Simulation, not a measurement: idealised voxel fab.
process module | voxel capacitor over wiring
cross-section cut | 275 nm wide | cells 5 nm
A cross-section is a grid of square cells, given in bands from the top down. A band is one or more rows of cells.
Each band's line starts with the height of the band's top and of its bottom, in nm. Then come its materials from left to right, each with its width in nm. One material with "throughout" fills the band from edge to edge. "air" is empty space.
Height 0 is the level under which the wafer as received is all one material. The lowest band goes on downwards, as in "0 down".
A width such as "30 to 40" changes by the same amount from each row of cells to the next, from the band's top row to its bottom row.
"no change" after a step means that no cell of the cross-section changed.
closed voids: empty space of 8 cells or more with no open way to the top, each as width x height at its distance from the left edge, in nm
after a step's settings: what the simulator itself notes on the step
overlay nm, on a step with a mask: how far to the right of its planned place the mask lay; to the left if negative
plan
1 op RECEIVE | material Si
2 op CONFORMAL_DEP | material SiO2 | thk nm 15
3 op DIRECTIONAL_DEP | material TiN | thk nm 5
4 op DIRECTIONAL_DEP | material W | thk nm 15
5 op MASKED_ETCH | tone cover | mask id METAL_1 | width nm 30 | pitch nm 100 | etch materials W | depth nm 15 | overlay nm 0
6 op MASKED_ETCH | tone cover | mask id METAL_1 | width nm 30 | pitch nm 100 | etch materials TiN | depth nm 5 | overlay nm 0
7 op FILL_DEP | material SiO2 | thk nm 10
8 op CMP | height nm 35
9 op CONFORMAL_DEP | material SiCN | thk nm 5
10 op DIRECTIONAL_DEP | material lowk | thk nm 10
11 op PATTERN | tone open | mask id PLUG_1 | material resist | width nm 15 | thk nm 15 | overlay nm 0
12 op DIRECTIONAL_ETCH | etch materials lowk | depth nm 10
13 op DIRECTIONAL_ETCH | etch materials SiCN | depth nm 5
14 op STRIP | etch materials resist
15 op EPI | material Ru | thk nm 10
16 op EPI | material Ru | thk nm 5
17 op DIRECTIONAL_DEP | material TiN | thk nm 10
18 op DIRECTIONAL_DEP | material SiN | thk nm 5
19 op DIRECTIONAL_DEP | material TiN | thk nm 5
20 op DIRECTIONAL_DEP | material aC | thk nm 10
21 op PATTERN | tone cover | mask id UPPER_PLATE | material resist | width nm 75 | thk nm 25 | overlay nm 0
22 op DIRECTIONAL_ETCH | etch materials aC | depth nm 10
23 op STRIP | etch materials resist
24 op DIRECTIONAL_ETCH | etch materials TiN | depth nm 5
25 op DIRECTIONAL_ETCH | etch materials SiN | depth nm 5
26 op STRIP | etch materials aC
27 op MASKED_ETCH | tone cover | mask id LOWER_PLATE | width nm 85 | etch materials TiN | depth nm 10 | overlay nm 0
28 op FILL_DEP | material SiO2 | thk nm 20
29 op CMP | height nm 85
30 op MASKED_ETCH | tone open | mask id PLUG_2 | width nm 15 | etch materials SiO2 | depth nm 15 | overlay nm -15
31 op CONFORMAL_DEP | material TiN | thk nm 5
32 op FILL_DEP | material Ru | thk nm 5
33 op CMP | height nm 85
34 op CONFORMAL_DEP | material SiN | thk nm 5
varied across the wafers: overlay nm of step 30. The plan shows the first wafer's value. All wafers start alike
first wafer as received, after step 1
  0 down: Si throughout
  closed voids: none
each wafer at the end: cells of each material gained (+) or lost (-) since it was received, then its closed voids
overlay nm -15 | +11 Ru | +52 SiCN | +70 SiN | +649 SiO2 | +68 TiN | +36 W | +104 lowk | closed voids: none
overlay nm -10 | +11 Ru | +52 SiCN | +70 SiN | +649 SiO2 | +68 TiN | +36 W | +104 lowk | closed voids: none
overlay nm -5 | +11 Ru | +52 SiCN | +70 SiN | +649 SiO2 | +68 TiN | +36 W | +104 lowk | closed voids: none
overlay nm 0 | +11 Ru | +52 SiCN | +70 SiN | +649 SiO2 | +68 TiN | +36 W | +104 lowk | closed voids: none
overlay nm 5 | +11 Ru | +52 SiCN | +70 SiN | +649 SiO2 | +68 TiN | +36 W | +104 lowk | closed voids: none
overlay nm 10 | +11 Ru | +52 SiCN | +70 SiN | +649 SiO2 | +68 TiN | +36 W | +104 lowk | closed voids: none
overlay nm 15 | +11 Ru | +52 SiCN | +70 SiN | +649 SiO2 | +68 TiN | +36 W | +104 lowk | closed voids: none
